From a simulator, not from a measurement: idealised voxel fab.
process module | voxel capacitor over wiring
cross-section cut | 170 nm wide | cells 5 nm
A cross-section is a grid of square cells, given in bands from the top down. A band is one or more rows of cells.
Each band's line starts with the height of the band's top and of its bottom, in nm. Then come its materials from left to right, each with its width in nm. One material with "throughout" fills the band from edge to edge. "air" is empty space.
Height 0 is the level under which the wafer as received is all one material. The lowest band goes on downwards, as in "0 down".
A width such as "30 to 40" changes by the same amount from each row of cells to the next, from the band's top row to its bottom row.
"no change" after a step means that no cell of the cross-section changed.
closed voids: empty space of 8 cells or more with no open way to the top, each as width x height at its distance from the left edge, in nm
after a step's settings: what the simulator itself notes on the step
overlay nm, on a step with a mask: how far to the right of its planned place the mask lay; to the left if negative
plan
1 op RECEIVE | material Si
2 op CONFORMAL_DEP | material SiO2 | thk nm 10
3 op CONFORMAL_DEP | material SiN | thk nm 5
4 op DIRECTIONAL_DEP | material lowk | thk nm 20
5 op PATTERN | tone open | mask id METAL_1 | material resist | width nm 25 | pitch nm 90 | thk nm 20 | overlay nm 0
6 op DIRECTIONAL_ETCH | etch materials lowk | depth nm 20
7 op DIRECTIONAL_ETCH | etch materials SiN | depth nm 5
8 op STRIP | etch materials resist
9 op CONFORMAL_DEP | material TiN | thk nm 5
10 op FILL_DEP | material Ru | thk nm 5
11 op CMP | height nm 35
12 op CONFORMAL_DEP | material SiCN | thk nm 5
13 op DIRECTIONAL_DEP | material lowk | thk nm 20
14 op MASKED_ETCH | tone open | mask id PLUG_1 | width nm 15 | etch materials lowk | depth nm 20 | overlay nm 0
15 op MASKED_ETCH | tone open | mask id PLUG_1 | width nm 15 | etch materials SiCN | depth nm 5 | overlay nm 0
16 op CONFORMAL_DEP | material TiN | thk nm 5
17 op FILL_DEP | material Ru | thk nm 5
18 op CMP | height nm 60
19 op DIRECTIONAL_DEP | material TiN | thk nm 5
20 op DIRECTIONAL_DEP | material SiN | thk nm 5
21 op DIRECTIONAL_DEP | material TiN | thk nm 10
22 op MASKED_ETCH | tone cover | mask id UPPER_PLATE | width nm 70 | etch materials TiN | depth nm 10 | overlay nm 0
23 op MASKED_ETCH | tone cover | mask id UPPER_PLATE | width nm 70 | etch materials SiN | depth nm 5 | overlay nm 0
24 op MASKED_ETCH | tone cover | mask id LOWER_PLATE | width nm 80 | etch materials TiN | depth nm 5 | overlay nm 0
25 op FILL_DEP | material SiO2 | thk nm 20
26 op CMP | height nm 95
27 op PATTERN | tone open | mask id PLUG_2 | material resist | width nm 15 | thk nm 15 | overlay nm 0
28 op DIRECTIONAL_ETCH | etch materials SiO2 | depth nm 15
29 op STRIP | etch materials resist
30 op CONFORMAL_DEP | material TiN | thk nm 5
31 op FILL_DEP | material Ru | thk nm 5
32 op CMP | height nm 95
33 op CONFORMAL_DEP | material SiCN | thk nm 5
as received, after step 1
  0 down: Si throughout
  closed voids: none
first wafer at the end, as planned
  100 to 95: SiCN throughout
  95 to 85: SiO2 45 | TiN 5 | Ru 5 | TiN 5 | SiO2 110
  85 to 80: SiO2 45 | TiN 15 | SiO2 110
  80 to 70: SiO2 35 | TiN 70 | SiO2 65
  70 to 65: SiO2 35 | SiN 70 | SiO2 65
  65 to 60: SiO2 30 | TiN 80 | SiO2 60
  60 to 40: lowk 35 | TiN 5 | Ru 5 | TiN 5 | lowk 120
  40 to 35: SiCN 35 | TiN 15 | SiCN 120
  35 to 15: lowk 25 | TiN 5 | Ru 15 | TiN 5 | lowk 65 | TiN 5 | Ru 15 | TiN 5 | lowk 30
  15 to 10: SiN 25 | TiN 25 | SiN 65 | TiN 25 | SiN 30
  10 to 0: SiO2 throughout
  0 down: Si throughout
  closed voids: none
second wafer at the end: like start, like plan, one mistake
  100 to 95: SiCN throughout
  95 to 85: SiO2 45 | TiN 5 | Ru 5 | TiN 5 | SiO2 110
  85 to 80: SiO2 45 | TiN 15 | SiO2 110
  80 to 70: SiO2 35 | TiN 70 | SiO2 65
  70 to 65: SiO2 35 | SiN 70 | SiO2 65
  65 to 60: SiO2 30 | TiN 80 | SiO2 60
  60 to 40: lowk 35 | TiN 5 | Ru 5 | TiN 5 | lowk 120
  40 to 35: SiCN 35 | TiN 15 | SiCN 120
  35 to 15: lowk 25 | TiN 5 | Ru 20 | TiN 5 | lowk 60 | TiN 5 | Ru 20 | TiN 5 | lowk 25
  15 to 10: SiN 25 | TiN 30 | SiN 60 | TiN 30 | SiN 25
  10 to 0: SiO2 throughout
  0 down: Si throughout
  closed voids: none
what went wrong: step 5 ran as: op PATTERN | tone open | mask id METAL_1 | material resist | width nm 30 | pitch nm 90 | thk nm 20 | overlay nm 0
at the end the second wafer has, in cells: 8 more of Ru | 2 fewer of SiN | 2 more of TiN | 8 fewer of lowk
